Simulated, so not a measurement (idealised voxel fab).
process module | voxel gate over fins
cross-section cut | 195 nm wide | cells 5 nm
A cross-section is a grid of square cells, given in bands from the top down. A band is one or more rows of cells.
Each band's line starts with the height of the band's top and of its bottom, in nm. Then come its materials from left to right, each with its width in nm. One material with "throughout" fills the band from edge to edge. "air" is empty space.
Height 0 is the level under which the wafer as received is all one material. The lowest band goes on downwards, as in "0 down".
A width such as "30 to 40" changes by the same amount from each row of cells to the next, from the band's top row to its bottom row.
"no change" after a step means that no cell of the cross-section changed.
closed voids: empty space of 8 cells or more with no open way to the top, each as width x height at its distance from the left edge, in nm
after a step's settings: what the simulator itself notes on the step
overlay nm, on a step with a mask: how far to the right of its planned place the mask lay; to the left if negative
plan
1 op RECEIVE | material Si
2 op CONFORMAL_DEP | material SiN | thk nm 10
3 op PATTERN | tone cover | mask id FINS | material resist | width nm 15 | pitch nm 40 | thk nm 15 | overlay nm 0
4 op DIRECTIONAL_ETCH | etch materials SiN | depth nm 10
5 op DIRECTIONAL_ETCH | etch materials Si | depth nm 30
6 op STRIP | etch materials resist
7 op OXIDIZE | depth nm 5
8 op FILL_DEP | material SiO2 | thk nm 5
9 op CMP | height nm 10
10 op SELECTIVE_ETCH | etch materials SiO2 | depth nm 25
11 op STRIP | etch materials SiN
12 op CONFORMAL_DEP | material HfO2 | thk nm 5
13 op CONFORMAL_DEP | material TiN | thk nm 5
14 op CONFORMAL_DEP | material TiAl | thk nm 5
15 op CONFORMAL_DEP | material TiN | thk nm 5
16 op FILL_DEP | material W | thk nm 15
17 op CMP | height nm 30
18 op CONFORMAL_DEP | material SiCN | thk nm 5
as received, after step 1
  0 down: Si throughout
  closed voids: none
first wafer at the end, as planned
  35 to 30: SiCN throughout
  30 to 20: W throughout
  20 to 15: W 55 | TiN 85 | W 55
  15 to 10: W 55 | TiN 5 | TiAl 35 | TiN 5 | TiAl 35 | TiN 5 | W 55
  10 to 5: W 55 | TiN 5 | TiAl 5 | TiN 25 | TiAl 5 | TiN 5 | TiAl 5 | TiN 25 | TiAl 5 | TiN 5 | W 55
  5 to 0: TiN 60 | TiAl 5 | TiN 5 | HfO2 15 | TiN 5 | TiAl 5 | TiN 5 | TiAl 5 | TiN 5 | HfO2 15 | TiN 5 | TiAl 5 | TiN 60
  0 to -5: TiAl 65 | TiN 5 | HfO2 5 | Si 5 | HfO2 5 | TiN 5 | TiAl 15 | TiN 5 | HfO2 5 | Si 5 | HfO2 5 | TiN 5 | TiAl 65
  -5 to -10: TiN 70 | HfO2 5 | Si 5 | HfO2 5 | TiN 25 | HfO2 5 | Si 5 | HfO2 5 | TiN 70
  -10 to -15: HfO2 75 | Si 5 | HfO2 35 | Si 5 | HfO2 75
  -15 to -35: SiO2 75 | Si 5 | SiO2 35 | Si 5 | SiO2 75
  -35 down: Si throughout
  closed voids: none
second wafer at the end: like start, like plan, one mistake
  35 to 30: SiCN throughout
  30 to 15: W throughout
  15 to 5: W 60 | TiN 35 | W 5 | TiN 35 | W 60
  5 to 0: W 60 | TiN 10 | HfO2 15 | TiN 10 | W 5 | TiN 10 | HfO2 15 | TiN 10 | W 60
  0 to -10: TiN 70 | HfO2 5 | Si 5 | HfO2 5 | TiN 25 | HfO2 5 | Si 5 | HfO2 5 | TiN 70
  -10 to -15: HfO2 75 | Si 5 | HfO2 35 | Si 5 | HfO2 75
  -15 to -35: SiO2 75 | Si 5 | SiO2 35 | Si 5 | SiO2 75
  -35 down: Si throughout
  closed voids: none
what went wrong: step 14 was left out
at the end the second wafer has, in cells: 51 fewer of TiAl | 3 more of TiN | 48 more of W
